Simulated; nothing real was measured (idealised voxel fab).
process module | voxel double patterning
cross-section cut | 230 nm wide | cells 5 nm
A cross-section is a grid of square cells, given in bands from the top down. A band is one or more rows of cells.
Each band's line starts with the height of the band's top and of its bottom, in nm. Then come its materials from left to right, each with its width in nm. One material with "throughout" fills the band from edge to edge. "air" is empty space.
Height 0 is the level under which the wafer as received is all one material. The lowest band goes on downwards, as in "0 down".
A width such as "30 to 40" changes by the same amount from each row of cells to the next, from the band's top row to its bottom row.
"no change" after a step means that no cell of the cross-section changed.
closed voids: empty space of 8 cells or more with no open way to the top, each as width x height at its distance from the left edge, in nm
after a step's settings: what the simulator itself notes on the step
overlay nm, on a step with a mask: how far to the right of its planned place the mask lay; to the left if negative
plan
1 op RECEIVE | material Si
2 op CONFORMAL_DEP | material SiO2 | thk nm 10
3 op DIRECTIONAL_DEP | material TiN | thk nm 15
4 op DIRECTIONAL_DEP | material SiCN | thk nm 5
5 op MASKED_ETCH | tone open | mask id FIRST | width nm 15 | pitch nm 50 | etch materials SiCN | depth nm 5 | overlay nm 0
6 op PATTERN | tone open | mask id SECOND | material resist | width nm 15 | pitch nm 50 | thk nm 15 | overlay nm 0
7 op DIRECTIONAL_ETCH | etch materials SiCN | depth nm 5
8 op STRIP | etch materials resist
9 op DIRECTIONAL_ETCH | etch materials TiN | depth nm 15
10 op STRIP | etch materials SiCN
as received, after step 1
  0 down: Si throughout
  closed voids: none
first wafer at the end, as planned
  25 to 10: TiN 55 | air 15 | TiN 10 | air 15 | TiN 10 | air 15 | TiN 10 | air 15 | TiN 10 | air 15 | TiN 60
  10 to 0: SiO2 throughout
  0 down: Si throughout
  closed voids: none
second wafer at the end: like start, like plan, one mistake
  40 to 25: TiN 55 | air 15 | TiN 10 | air 15 | TiN 10 | air 15 | TiN 10 | air 15 | TiN 10 | air 15 | TiN 60
  25 to 10: TiN throughout
  10 to 0: SiO2 throughout
  0 down: Si throughout
  closed voids: none
what went wrong: step 3 was run twice
at the end the second wafer has, in cells: 138 more of TiN
